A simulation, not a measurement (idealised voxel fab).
Name of the process module below: voxel air gaps
Pictured: cross-section cut, 245 nm wide, on a grid of 5 nm square cells.
Each cross-section below is a grid of square cells, stated as bands in top-down order, with one or more rows of cells making up each band. Heights first: top, then bottom, in nm. Then materials, left to right, each with a width in nm. "all across" on a single material: fills the band edge to edge. "empty": empty space. A quick word on heights: they are counted from 0, and under that level the wafer as it came to us is one material throughout. The lowest band is different from the rest in having no bottom; it simply continues downward, written as in "0 and below". The notation "30 to 40" denotes a width that varies across the rows of cells in the band, beginning at the first number in the top row, finishing at the second number in the bottom row, and changing by an identical amount from each row to the next. Basically "nothing was modified" means that step didn't change any cell in the cross-section. Any empty space of 8 cells or more lacking an open way to the top shows up in "Sealed void inventory" as width x height at distance, distance from the left edge, in nm. The remark found on a step's line after its settings is issued by the simulator itself and pertains to that step. Regarding "overlay nm": on a step with a mask, it is the distance the mask lay to the right of its planned place; a negative value places it to the left.

PROCESS STEPS FORESEEN IN THE PLAN
| 1 | RECEIVE with material Si |
| 2 | CONFORMAL_DEP with material SiO2, thk nm 10 |
| 3 | CONFORMAL_DEP with material SiCN, thk nm 5 |
| 4 | DIRECTIONAL_DEP with material SiO2, thk nm 40 |
| 5 | MASKED_ETCH with tone open, mask id LINES, width nm 25, pitch nm 50, etch materials SiO2, depth nm 40, overlay nm 0 |
| 6 | CONFORMAL_DEP with material TiN, thk nm 5 |
| 7 | FILL_DEP with material W, thk nm 5 |
| 8 | CMP with height nm 55 |
| 9 | EPI with material Ru, thk nm 10 |
| 10 | SELECTIVE_ETCH with etch materials SiO2, depth nm 50 |
| 11 | CONFORMAL_DEP with material SiCN, thk nm 5 |

HERE'S WHAT THE WAFER LOOKED LIKE IN CROSS-SECTION WHEN IT ARRIVED - THAT'S AFTER STEP 1
> 0 and below: Si all across
> Sealed void inventory: none

END STATE OF THE MODULE IN CROSS-SECTION, GIVEN THE ABOVE STARTING POINT AND PLAN AND ONE MISTAKE IN EXECUTION
> 70 down to 65: SiCN all across
> 65 down to 55: Ru: 70, SiCN: 5, Ru: 45, SiCN: 5, Ru: 45, SiCN: 5, Ru: 70
> 55 down to 50: W: 55, TiN: 5, SiCN: 25, TiN: 5, W: 15, TiN: 5, SiCN: 25, TiN: 5, W: 15, TiN: 5, SiCN: 25, TiN: 5, W: 55
> 50 down to 20: W: 55, TiN: 5, SiCN: 5, empty: 15, SiCN: 5, TiN: 5, W: 15, TiN: 5, SiCN: 5, empty: 15, SiCN: 5, TiN: 5, W: 15, TiN: 5, SiCN: 5, empty: 15, SiCN: 5, TiN: 5, W: 55
> 20 down to 15: TiN: 60, SiCN: 25, TiN: 25, SiCN: 25, TiN: 25, SiCN: 25, TiN: 60
> 15 down to 10: SiCN all across
> 10 down to 0: SiO2 all across
> 0 and below: Si all across
> Sealed void inventory: 15 x 30 at 65; 15 x 30 at 115; 15 x 30 at 165
Where did the run depart from the plan? heads up, step 5 didn't go per plan, it actually ran as MASKED_ETCH with tone cover, mask id LINES, width nm 25, pitch nm 50, etch materials SiO2, depth nm 40, overlay nm 0
